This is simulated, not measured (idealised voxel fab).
process module | voxel transistor to metal
Cross-section cut spans 210 nm and uses square cells 5 nm in size.
When this document writes out a cross-section, it uses a grid of square cells and lists it as bands, beginning at the top and moving down, with a band standing for one or more rows of cells.
The entry gives the band's vertical extent as a top height and a bottom height in nm, then its horizontal make-up as materials from left to right, each with a width in nm. "empty" stands for empty space; a single material marked "throughout" fills the band edge to edge.
Heads up on the height convention: 0 is the point under which the incoming wafer is all one material, and the lowest band has no bottom, it just keeps going down, like "top 0, no bottom".
Per-row width for "30 to 40": begins at first number (top row of band), ends at second number (bottom row), increment between rows held constant.
"nothing was modified" -> step changed no cross-section cell.
Entry "Trapped voids". Content: empty spaces with no open connection to the top, size 8 cells or greater. Each: width x height at distance. Distance: from left edge. Unit: nm.
Whatever follows a step's settings on its line is a remark the simulator itself makes about that step.
overlay nm: step with mask; distance mask lay right of planned place; negative value = left of planned place.

Listed below are the process steps as planned:
1) RECEIVE | material Si
2) CONFORMAL_DEP | material SiO2 | thk nm 5
3) CONFORMAL_DEP | material SiN | thk nm 10
4) DIRECTIONAL_DEP | material aC | thk nm 10
5) PATTERN | tone cover | mask id ACTIVE | material resist | width nm 135 | thk nm 30 | overlay nm 0
6) DIRECTIONAL_ETCH | etch materials aC | depth nm 10
7) STRIP | etch materials resist
8) DIRECTIONAL_ETCH | etch materials SiN | depth nm 10
9) DIRECTIONAL_ETCH | etch materials SiO2 | depth nm 5
10) DIRECTIONAL_ETCH | etch materials Si | depth nm 25
11) STRIP | etch materials aC
12) OXIDIZE | depth nm 5
13) FILL_DEP | material SiO2 | thk nm 15
14) CMP | height nm 15
15) SELECTIVE_ETCH | etch materials SiO2 | depth nm 5
16) STRIP | etch materials SiN
17) SELECTIVE_ETCH | etch materials SiO2 | depth nm 5
18) OXIDIZE | depth nm 5
19) DIRECTIONAL_DEP | material polySi | thk nm 20
20) DIRECTIONAL_DEP | material SiCN | thk nm 15
21) DIRECTIONAL_DEP | material aC | thk nm 10
22) PATTERN | tone cover | mask id GATE | material resist | width nm 35 | thk nm 25 | overlay nm 0
23) DIRECTIONAL_ETCH | etch materials aC | depth nm 10
24) STRIP | etch materials resist
25) DIRECTIONAL_ETCH | etch materials SiCN | depth nm 25
26) DIRECTIONAL_ETCH | etch materials polySi | depth nm 30
27) STRIP | etch materials aC
28) CONFORMAL_DEP | material SiO2 | thk nm 5
29) DIRECTIONAL_ETCH | etch materials SiO2 | depth nm 5
30) CONFORMAL_DEP | material SiN | thk nm 5
31) DIRECTIONAL_ETCH | etch materials SiN | depth nm 5
32) DIRECTIONAL_ETCH | etch materials SiO2 | depth nm 5
33) EPI | material pSi | thk nm 5
34) FILL_DEP | material SiO2 | thk nm 10
35) CMP | height nm 20
36) STRIP | etch materials polySi
37) SELECTIVE_ETCH | etch materials SiO2 | depth nm 5
38) CONFORMAL_DEP | material HfO2 | thk nm 5
39) CONFORMAL_DEP | material TiN | thk nm 5
40) FILL_DEP | material W | thk nm 10
41) CMP | height nm 15
42) DIRECTIONAL_DEP | material SiO2 | thk nm 15
43) MASKED_ETCH | tone open | mask id CONTACT | width nm 20 | pitch nm 95 | etch materials SiO2 | depth nm 30 | overlay nm 0
44) CONFORMAL_DEP | material TiN | thk nm 5
45) FILL_DEP | material W | thk nm 10
46) CMP | height nm 30
47) CONFORMAL_DEP | material SiN | thk nm 5
48) DIRECTIONAL_DEP | material SiO2 | thk nm 15
49) PATTERN | tone open | mask id METAL_1 | material resist | width nm 20 | pitch nm 95 | thk nm 20 | overlay nm 0
50) DIRECTIONAL_ETCH | etch materials SiO2 | depth nm 15
51) DIRECTIONAL_ETCH | etch materials SiN | depth nm 5
52) STRIP | etch materials resist
53) CONFORMAL_DEP | material TiN | thk nm 5
54) FILL_DEP | material Cu | thk nm 10
55) CMP | height nm 50
56) EPI | material Ru | thk nm 5
57) FILL_DEP | material SiCN | thk nm 5

Delivered wafer in cross-section: state after step 1:
	top 0, no bottom = Si throughout
	Trapped voids: none

First of two wafers, end-of-module section, run followed plan:
	top 60, bottom 55 = SiCN throughout
	top 55, bottom 50 = SiCN=40, then Ru=30, then SiCN=65, then Ru=30, then SiCN=45
	top 50, bottom 35 = SiO2=45, then TiN=5, then Cu=10, then TiN=5, then SiO2=75, then TiN=5, then Cu=10, then TiN=5, then SiO2=50
	top 35, bottom 30 = SiN=45, then TiN=20, then SiN=75, then TiN=20, then SiN=50
	top 30, bottom 15 = SiO2=45, then TiN=5, then W=10, then TiN=5, then SiO2=75, then TiN=5, then W=10, then TiN=5, then SiO2=50
	top 15, bottom 5 = SiO2=45, then TiN=5, then W=10, then TiN=5, then SiO2=10, then SiN=5, then HfO2=5, then TiN=5, then W=25, then TiN=5, then HfO2=5, then SiN=5, then SiO2=10, then TiN=5, then W=10, then TiN=5, then SiO2=50
	top 5, bottom 0 = SiO2=35, then SiN=5, then SiO2=5, then TiN=20, then SiO2=10, then SiN=5, then HfO2=5, then TiN=35, then HfO2=5, then SiN=5, then SiO2=10, then TiN=20, then SiO2=5, then SiN=5, then SiO2=40
	top 0, bottom -5 = SiO2=40, then pSi=35, then SiO2=5, then HfO2=45, then SiO2=5, then pSi=35, then SiO2=45
	top -5, bottom -30 = SiO2=40, then Si=125, then SiO2=45
	top -30, no bottom = Si throughout
	Trapped voids: none

End of module, second wafer, cross-section. Started like the first, planned like the first, run with one mistake:
	top 60, bottom 55 = SiCN throughout
	top 55, bottom 50 = SiCN=40, then Ru=30, then SiCN=65, then Ru=30, then SiCN=45
	top 50, bottom 35 = SiO2=45, then TiN=5, then Cu=10, then TiN=5, then SiO2=75, then TiN=5, then Cu=10, then TiN=5, then SiO2=50
	top 35, bottom 30 = SiN=45, then TiN=20, then SiN=75, then TiN=20, then SiN=50
	top 30, bottom 15 = SiO2=45, then TiN=5, then W=10, then TiN=5, then SiO2=75, then TiN=5, then W=10, then TiN=5, then SiO2=50
	top 15, bottom 5 = SiO2=45, then TiN=5, then W=10, then TiN=5, then SiO2=15, then HfO2=5, then TiN=5, then W=25, then TiN=5, then HfO2=5, then SiO2=15, then TiN=5, then W=10, then TiN=5, then SiO2=50
	top 5, bottom 0 = SiO2=45, then TiN=20, then SiO2=15, then HfO2=5, then TiN=35, then HfO2=5, then SiO2=15, then TiN=20, then SiO2=50
	top 0, bottom -5 = SiO2=35, then pSi=45, then HfO2=45, then pSi=45, then SiO2=40
	top -5, bottom -30 = SiO2=40, then Si=125, then SiO2=45
	top -30, no bottom = Si throughout
	Trapped voids: none
Here's what went sideways: with respect to the plan, step 30 was omitted and not executed
It is noted that, at the conclusion of processing, the second wafer exhibits a higher or lower cell count for certain materials relative to the first: SiN: 8 fewer; SiO2: 4 more; pSi: 4 more
